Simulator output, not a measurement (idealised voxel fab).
Proc. module: voxel trench capacitor
Shown is cross-section cut, with a width of 165 nm and square cells of size 5 nm.
Just so we're on the same page, the cross-sections are grids of square cells, and they're listed out in bands top to bottom, each band one or more rows deep.
Look at the band entry: it leads with the top's height and the bottom's height in nm. Then it lists the materials left to right, with a width in nm for each. The word "full width" on a single material says that material fills the band edge to edge. The word "blank" is empty space.
Beneath 0, the wafer as received is one material, and that level is where height counting begins. The lowest band goes on downward without a bottom; it is written like "top 0, no bottom".
Width spec "30->40" -> top row of cells at first value, bottom row at second value, equal per-row change in between.
No cell of the cross-section changed in a step that is given as "left unchanged".
The entry "Unvented cavities" lists the empty spaces that cover at least 8 cells and have no open path to the top. Each is written as width x height at distance, where the distance is measured from the left edge and all three values are in nm.
Read whatever lies past the settings on a step's line as the simulator's own remark about the step.
You can add "overlay nm" to a step's line. For a step with a mask, it describes how far the mask lay to the right of its planned position, and a negative number describes a lay to the left.

Steps planned for the process
1) RECEIVE (material Si)
2) CONFORMAL_DEP (material SiN; thk nm 5)
3) DIRECTIONAL_DEP (material aC; thk nm 15)
4) PATTERN (tone open; mask id TRENCH; material resist; width nm 15; pitch nm 40; thk nm 35; overlay nm 0)
5) DIRECTIONAL_ETCH (etch materials aC; depth nm 15)
6) STRIP (etch materials resist)
7) DIRECTIONAL_ETCH (etch materials SiN; depth nm 5)
8) DIRECTIONAL_ETCH (etch materials Si; depth nm 30)
9) STRIP (etch materials aC)
10) CONFORMAL_DEP (material Al2O3; thk nm 5)
11) FILL_DEP (material polySi; thk nm 5)
12) CMP (height nm 5)
Variable across wafers: step 8 depth nm (plan value is that of the first wafer; starting state common to all).

Cross-section of the first of several received wafers, showing its state after step 1
* top 0, no bottom: Si full width
* Unvented cavities: none

Per-wafer rows below. For each material: cells gained (+) or lost (-) since the wafer was received, as of end of module. Then: closed voids
depth nm 30, +45 Al2O3, -54 Si, +24 SiN, +18 polySi, Unvented cavities: none
depth nm 35, +51 Al2O3, -63 Si, +24 SiN, +21 polySi, Unvented cavities: none
depth nm 40, +57 Al2O3, -72 Si, +24 SiN, +24 polySi, Unvented cavities: none
depth nm 45, +63 Al2O3, -81 Si, +24 SiN, +27 polySi, Unvented cavities: none
depth nm 50, +69 Al2O3, -90 Si, +24 SiN, +30 polySi, Unvented cavities: none
depth nm 55, +75 Al2O3, -99 Si, +24 SiN, +33 polySi, Unvented cavities: none
